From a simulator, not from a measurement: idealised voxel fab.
Process module in this document: voxel released beams
The cross-section on display is named cut; it measures 195 nm wide, and its cells are 5 nm squares.
Cross-section spec: square-cell grid; bands listed top down; each band is one or more rows. Per band: top height and bottom height in nm, followed by the left-to-right materials and their widths in nm; "all across" marks a single material spanning edge to edge, "empty" marks empty space. All heights in this document are referenced to 0, defined as the level beneath which the wafer, as received, consists entirely of one material. The lowest band is not bounded below; it extends indefinitely downward and is written in the form "from 0 down". Read "30->40" as a graded width: first number on top, second number at the bottom, same change between each pair of neighbouring rows. No cell of the cross-section changed in a step that is given as "nothing different". "Tabulated closed voids": empty spaces of 8 cells or more with no open way to the top, each given as width x height at distance, distance from the left edge, all in nm. If you see something after the settings on a step's line, that's the simulator's own remark about that step. overlay nm: step with mask; distance mask lay right of planned place; negative value = left of planned place.
### Steps planned for the process
1) op RECEIVE | material Si
2) op CONFORMAL_DEP | material SiN | thk nm 10
3) op DIRECTIONAL_DEP | material SiO2 | thk nm 20
4) op MASKED_ETCH | tone open | mask id ANCHOR | width nm 45 | etch materials SiO2 | depth nm 20 | overlay nm 0
5) op CONFORMAL_DEP | material TiN | thk nm 15
6) op PATTERN | tone cover | mask id BEAM | material resist | width nm 125 | thk nm 15 | overlay nm 0
7) op DIRECTIONAL_ETCH | etch materials TiN | depth nm 15
8) op STRIP | etch materials resist
9) op STRIP | etch materials SiO2
### As-received wafer cross-section (after step 1)
> from 0 down | Si all across
> Tabulated closed voids: none
### Cross-sectional image of the first of two wafers at the end of the module, the run having proceeded as planned
> from 45 to 30 | empty (30)  TiN (20)  empty (15)  TiN (90)  empty (40)
> from 30 to 25 | empty (35)  TiN (15)  empty (15)  TiN (15)  empty (115)
> from 25 to 10 | empty (35)  TiN (45)  empty (115)
> from 10 to 0 | SiN all across
> from 0 down | Si all across
> Tabulated closed voids: none
### Cross-section, wafer two of two, end of module: same start and plan as wafer one, one error in execution
> from 60 to 45 | empty (30)  TiN (125)  empty (40)
> from 45 to 30 | TiN all across
> from 30 to 10 | SiO2 (35)  TiN (45)  SiO2 (115)
> from 10 to 0 | SiN all across
> from 0 down | Si all across
> Tabulated closed voids: none
The mistake made against the process plan was this: regarding the plan, step 5 was run twice
The closing comparison, in cells, has the second wafer with more or fewer of some materials than the first: 120 more of SiO2; 129 more of TiN
